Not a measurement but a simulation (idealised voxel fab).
This is a process module. Its name is voxel self aligned vias.
Section cut is 235 nm wide and gridded with 5 nm square cells.
Cross-section = grid of square cells, listed top down in bands; band = one or more rows.
Each band's line starts with the height of the band's top and of its bottom, in nm. Then come its materials from left to right, each with its width in nm. One material with "all across" fills the band from edge to edge. "blank" is empty space.
Heights are measured from 0, the level below which the as-received wafer is all one material; the lowest band has no bottom and continues downward, written as in "0 -> down".
Think of "30 to 40" as a width that walks from the first number to the second as you go down the band, top row to bottom row, taking equal-sized steps from row to row.
Step note "no change occurred" = no cross-section cell changed.
"Sealed void inventory" specifies each empty space that is not open to the top and that occupies no fewer than 8 cells, using the form width x height at distance, the distance measured from the left edge and all three quantities in nm.
Step line, after settings: the simulator's comment on this step.
If you see "overlay nm" on a step's line and that step has a mask, it's telling you how far right of where it was planned the mask ended up; a negative number means it went left instead.
-- These are the steps we planned for the process
1,op RECEIVE | material Si
2,op CONFORMAL_DEP | material SiO2 | thk nm 10
3,op CONFORMAL_DEP | material SiCN | thk nm 5
4,op DIRECTIONAL_DEP | material SiO2 | thk nm 20
5,op PATTERN | tone open | mask id LINES | material resist | width nm 30 | pitch nm 70 | thk nm 20 | overlay nm 0
6,op DIRECTIONAL_ETCH | etch materials SiO2 | depth nm 20
7,op STRIP | etch materials resist
8,op CONFORMAL_DEP | material TiN | thk nm 5
9,op FILL_DEP | material Ru | thk nm 5
10,op CMP | height nm 35
11,op SELECTIVE_ETCH | etch materials W Ru TiN | depth nm 10
12,op FILL_DEP | material SiN | thk nm 5
13,op CMP | height nm 35
14,op DIRECTIONAL_DEP | material SiO2 | thk nm 15
15,op DIRECTIONAL_DEP | material aC | thk nm 15
16,op PATTERN | tone open | mask id VIAS | material resist | width nm 50 | pitch nm 70 | thk nm 35 | overlay nm 0
17,op DIRECTIONAL_ETCH | etch materials aC | depth nm 15
18,op STRIP | etch materials resist
19,op DIRECTIONAL_ETCH | etch materials SiO2 | depth nm 15
20,op DIRECTIONAL_ETCH | etch materials SiN | depth nm 10
21,op STRIP | etch materials aC
22,op CONFORMAL_DEP | material TiN | thk nm 5
23,op FILL_DEP | material W | thk nm 5
24,op CMP | height nm 50
25,op CONFORMAL_DEP | material SiCN | thk nm 5
-- As-received state of the wafer in cross-section, equivalent to post-step 1
* 0 -> down = Si all across
* Sealed void inventory: none
-- Post-module cross-section of the first of two wafers (run per plan)
* 55 -> 50 = SiCN all across
* 50 -> 40 = SiO2 (20), TiN (5), W (40), TiN (5), SiO2 (20), TiN (5), W (40), TiN (5), SiO2 (20), TiN (5), W (40), TiN (5), SiO2 (25)
* 40 -> 30 = SiO2 (20 to 30), TiN (15 to 5), W (20), TiN (15 to 5), SiO2 (20 to 40), TiN (15 to 5), W (20), TiN (15 to 5), SiO2 (20 to 40), TiN (15 to 5), W (20), TiN (15 to 5), SiO2 (25 to 35)
* 30 -> 25 = SiO2 (30), TiN (30), SiO2 (40), TiN (30), SiO2 (40), TiN (30), SiO2 (35)
* 25 -> 20 = SiO2 (30), TiN (5), Ru (20), TiN (5), SiO2 (40), TiN (5), Ru (20), TiN (5), SiO2 (40), TiN (5), Ru (20), TiN (5), SiO2 (35)
* 20 -> 15 = SiO2 (30), TiN (30), SiO2 (40), TiN (30), SiO2 (40), TiN (30), SiO2 (35)
* 15 -> 10 = SiCN all across
* 10 -> 0 = SiO2 all across
* 0 -> down = Si all across
* Sealed void inventory: none
-- Wafer two (of two), end-of-module cross-section: start = wafer one, plan = wafer one, one run mistake
* 55 -> 50 = SiCN all across
* 50 -> 40 = SiO2 (20), TiN (5), W (40), TiN (5), SiO2 (20), TiN (5), W (40), TiN (5), SiO2 (20), TiN (5), W (40), TiN (5), SiO2 (25)
* 40 -> 35 = SiO2 (20), TiN (50), SiO2 (20), TiN (50), SiO2 (20), TiN (50), SiO2 (25)
* 35 -> 30 = SiCN all across
* 30 -> 0 = SiO2 all across
* 0 -> down = Si all across
* Sealed void inventory: none
Against the plan, the run slipped here: the processing plan was not followed for steps 3 and 4, which were run with their positions exchanged
Count the cells at the end and the second wafer has more or fewer of some materials than the first: Ru -12, SiO2 +72, TiN -36, W -24
